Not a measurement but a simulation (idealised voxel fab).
You're looking at the process module voxel wiring stack.
Shown is cross-section cut, with a width of 225 nm and square cells of size 5 nm.
A cross-section is written here as square cells arranged in a grid, and it is given in bands from the top down, each band taking up one or more rows of cells.
Heights first: top, then bottom, in nm. Then materials, left to right, each with a width in nm. "throughout" on a single material: fills the band edge to edge. "empty": empty space.
Heights are measured from 0, the level below which the as-received wafer is all one material; the lowest band has no bottom and continues downward, written as in "0 nm and below".
Width spec "30 to 40" -> top row of cells at first value, bottom row at second value, equal per-row change in between.
You'll sometimes find "nothing different" written for a step, and that's the way of saying that nowhere in the cross-section did a cell change during that step.
Closed voids list: empty space of 8 cells or more with no open way to the top, each as width x height at its distance from the left edge, in nm
Heads up: the bit after the settings on a step's line is the simulator's remark on that step.
Among the settings permitted on a step's line is "overlay nm"; applied to a step with a mask, it specifies the extent to which the mask lay to the right of its planned position, whereas a negative figure signifies a position to the left.

# So here's the lineup of process steps we planned
1 RECEIVE (material Si)
2 CONFORMAL_DEP (material SiO2; thk nm 10)
3 CONFORMAL_DEP (material SiCN; thk nm 5)
4 DIRECTIONAL_DEP (material SiO2; thk nm 15)
5 DIRECTIONAL_DEP (material aC; thk nm 15)
6 PATTERN (tone open; mask id METAL_1; material resist; width nm 25; pitch nm 50; thk nm 30; overlay nm 0)
7 DIRECTIONAL_ETCH (etch materials aC; depth nm 15)
8 STRIP (etch materials resist)
9 DIRECTIONAL_ETCH (etch materials SiO2; depth nm 15)
10 DIRECTIONAL_ETCH (etch materials SiCN; depth nm 5)
11 STRIP (etch materials aC)
12 CONFORMAL_DEP (material TiN; thk nm 5)
13 FILL_DEP (material Cu; thk nm 10)
14 CMP (height nm 30)
15 CONFORMAL_DEP (material SiCN; thk nm 5)
16 DIRECTIONAL_DEP (material lowk; thk nm 15)
17 MASKED_ETCH (tone open; mask id PLUG_1; width nm 15; pitch nm 50; etch materials lowk; depth nm 15; overlay nm 0)
18 MASKED_ETCH (tone open; mask id PLUG_1; width nm 15; pitch nm 50; etch materials SiCN; depth nm 5; overlay nm 0)
19 CONFORMAL_DEP (material TiN; thk nm 5)
20 FILL_DEP (material Ru; thk nm 10)
21 CMP (height nm 40)
22 DIRECTIONAL_DEP (material TiN; thk nm 5)
23 DIRECTIONAL_DEP (material W; thk nm 15)
24 PATTERN (tone cover; mask id METAL_2; material resist; width nm 25; pitch nm 50; thk nm 20; overlay nm 0)
25 DIRECTIONAL_ETCH (etch materials W; depth nm 15)
26 DIRECTIONAL_ETCH (etch materials TiN; depth nm 5)
27 STRIP (etch materials resist)
28 CONFORMAL_DEP (material SiN; thk nm 5)
29 FILL_DEP (material lowk; thk nm 5)
30 CMP (height nm 70)
31 CONFORMAL_DEP (material SiCN; thk nm 5)
Split variable: height nm, step 21. Plan value = first wafer. Wafers start alike.

# Cut through the first of several wafers as received, post step 1
- 0 nm and below | Si throughout
- Closed voids list: none

# The cross-section of the first of several wafers is given below for the end of the module, after its final step, step 31
- 75 nm to 70 nm | SiCN throughout
- 70 nm to 65 nm | lowk throughout
- 65 nm to 60 nm | lowk=70  SiN=35  lowk=15  SiN=35  lowk=70
- 60 nm to 45 nm | lowk=70  SiN=5  W=25  SiN=5  lowk=15  SiN=5  W=25  SiN=5  lowk=70
- 45 nm to 40 nm | SiN=75  TiN=25  SiN=25  TiN=25  SiN=75
- 40 nm to 35 nm | lowk=75  TiN=5  Ru=5  TiN=5  lowk=35  TiN=5  Ru=5  TiN=5  lowk=85
- 35 nm to 30 nm | SiCN=75  TiN=15  SiCN=35  TiN=15  SiCN=85
- 30 nm to 15 nm | SiO2=75  TiN=5  Cu=15  TiN=5  SiO2=25  TiN=5  Cu=15  TiN=5  SiO2=75
- 15 nm to 10 nm | SiCN=75  TiN=25  SiCN=25  TiN=25  SiCN=75
- 10 nm to 0 nm | SiO2 throughout
- 0 nm and below | Si throughout
- Closed voids list: none

# Cross-section of the last wafer at end of module
- 75 nm to 70 nm | SiCN throughout
- 70 nm to 65 nm | SiN=75  TiN=25  SiN=25  TiN=25  SiN=75
- 65 nm to 55 nm | Ru throughout
- 55 nm to 50 nm | TiN=80  Ru=5  TiN=45  Ru=5  TiN=90
- 50 nm to 35 nm | lowk=75  TiN=5  Ru=5  TiN=5  lowk=35  TiN=5  Ru=5  TiN=5  lowk=85
- 35 nm to 30 nm | SiCN=75  TiN=15  SiCN=35  TiN=15  SiCN=85
- 30 nm to 15 nm | SiO2=75  TiN=5  Cu=15  TiN=5  SiO2=25  TiN=5  Cu=15  TiN=5  SiO2=75
- 15 nm to 10 nm | SiCN=75  TiN=25  SiCN=25  TiN=25  SiCN=75
- 10 nm to 0 nm | SiO2 throughout
- 0 nm and below | Si throughout
- Closed voids list: none

# So in this table every wafer gets its own row, and what you see is where it stands at the end of the module: for each material, how many cells it picked up (+) or gave up (-) since we received it, and after that its closed voids
height nm 40, +18 Cu, +2 Ru, +119 SiCN, +61 SiN, +195 SiO2, +42 TiN, +30 W, +208 lowk, Closed voids list: none
height nm 45, +18 Cu, +4 Ru, +119 SiCN, +61 SiN, +195 SiO2, +46 TiN, +30 W, +202 lowk, Closed voids list: none
height nm 50, +18 Cu, +6 Ru, +119 SiCN, +47 SiN, +195 SiO2, +50 TiN, +30 W, +210 lowk, Closed voids list: none
height nm 55, +18 Cu, +8 Ru, +119 SiCN, +43 SiN, +195 SiO2, +93 TiN, +20 W, +179 lowk, Closed voids list: none
height nm 60, +18 Cu, +53 Ru, +119 SiCN, +39 SiN, +195 SiO2, +93 TiN, +10 W, +148 lowk, Closed voids list: none
height nm 65, +18 Cu, +98 Ru, +119 SiCN, +35 SiN, +195 SiO2, +93 TiN, +117 lowk, Closed voids list: none
